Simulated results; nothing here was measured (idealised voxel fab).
process module | voxel transistor to metal
cross-section cut | 150 nm wide | cells 5 nm
A cross-section is a grid of square cells, given in bands from the top down. A band is one or more rows of cells.
Each band's line starts with the height of the band's top and of its bottom, in nm. Then come its materials from left to right, each with its width in nm. One material with "throughout" fills the band from edge to edge. "air" is empty space.
Height 0 is the level under which the wafer as received is all one material. The lowest band goes on downwards, as in "0 down".
A width such as "30 to 40" changes by the same amount from each row of cells to the next, from the band's top row to its bottom row.
"no change" after a step means that no cell of the cross-section changed.
closed voids: empty space of 8 cells or more with no open way to the top, each as width x height at its distance from the left edge, in nm
after a step's settings: what the simulator itself notes on the step
overlay nm, on a step with a mask: how far to the right of its planned place the mask lay; to the left if negative
plan
1 op RECEIVE | material Si
2 op OXIDIZE | depth nm 5
3 op CONFORMAL_DEP | material SiN | thk nm 5
4 op MASKED_ETCH | tone cover | mask id ACTIVE | width nm 95 | etch materials SiN | depth nm 10 | overlay nm 0
5 op MASKED_ETCH | tone cover | mask id ACTIVE | width nm 95 | etch materials SiO2 | depth nm 5 | overlay nm 0
6 op MASKED_ETCH | tone cover | mask id ACTIVE | width nm 95 | etch materials Si | depth nm 25 | overlay nm 0
7 op FILL_DEP | material SiO2 | thk nm 15
8 op CMP | height nm 10
9 op SELECTIVE_ETCH | etch materials SiO2 | depth nm 10
10 op STRIP | etch materials SiN
11 op SELECTIVE_ETCH | etch materials SiO2 | depth nm 5
12 op OXIDIZE | depth nm 5
13 op DIRECTIONAL_DEP | material polySi | thk nm 25
14 op DIRECTIONAL_DEP | material SiCN | thk nm 15
15 op PATTERN | tone cover | mask id GATE | material resist | width nm 25 | thk nm 20 | overlay nm 0
16 op DIRECTIONAL_ETCH | etch materials SiCN | depth nm 25
17 op DIRECTIONAL_ETCH | etch materials polySi | depth nm 35
18 op STRIP | etch materials resist
19 op CONFORMAL_DEP | material SiO2 | thk nm 5
20 op DIRECTIONAL_ETCH | etch materials SiO2 | depth nm 5
21 op CONFORMAL_DEP | material SiN | thk nm 5
22 op DIRECTIONAL_ETCH | etch materials SiN | depth nm 5
23 op DIRECTIONAL_ETCH | etch materials SiO2 | depth nm 5
24 op DIRECTIONAL_ETCH | etch materials Si | depth nm 10
25 op EPI | material SiGe | thk nm 10
26 op FILL_DEP | material SiO2 | thk nm 10
27 op CMP | height nm 35
28 op DIRECTIONAL_DEP | material SiO2 | thk nm 10
29 op MASKED_ETCH | tone open | mask id CONTACT | width nm 25 | pitch nm 60 | etch materials SiO2 | depth nm 55 | overlay nm 0
30 op CONFORMAL_DEP | material TiN | thk nm 5
31 op FILL_DEP | material Ru | thk nm 5
32 op CMP | height nm 45
33 op DIRECTIONAL_DEP | material TiN | thk nm 5
34 op DIRECTIONAL_DEP | material Ru | thk nm 20
35 op PATTERN | tone cover | mask id METAL_1 | material resist | width nm 15 | pitch nm 70 | thk nm 20 | overlay nm 0
36 op DIRECTIONAL_ETCH | etch materials Ru | depth nm 20
37 op DIRECTIONAL_ETCH | etch materials TiN | depth nm 5
38 op STRIP | etch materials resist
39 op CONFORMAL_DEP | material SiN | thk nm 5
40 op FILL_DEP | material SiO2 | thk nm 5
41 op CMP | height nm 70
42 op CONFORMAL_DEP | material SiN | thk nm 5
varied across the wafers: thk nm of step 3. The plan shows the first wafer's value. All wafers start alike
first wafer as received, after step 1
  0 down: Si throughout
  closed voids: none
each wafer at the end: cells of each material gained (+) or lost (-) since it was received, then its closed voids
thk nm 5 | +58 Ru | -124 Si | +15 SiCN | +28 SiGe | +86 SiN | +306 SiO2 | +56 TiN | +25 polySi | closed voids: none
thk nm 10 | +58 Ru | -124 Si | +15 SiCN | +28 SiGe | +86 SiN | +306 SiO2 | +56 TiN | +25 polySi | closed voids: none
thk nm 15 | +58 Ru | -102 Si | +15 SiCN | +50 SiGe | +86 SiN | +262 SiO2 | +56 TiN | +25 polySi | closed voids: none
thk nm 20 | +58 Ru | -102 Si | +15 SiCN | +50 SiGe | +86 SiN | +262 SiO2 | +56 TiN | +25 polySi | closed voids: none
thk nm 25 | +58 Ru | -102 Si | +15 SiCN | +50 SiGe | +86 SiN | +262 SiO2 | +56 TiN | +25 polySi | closed voids: none
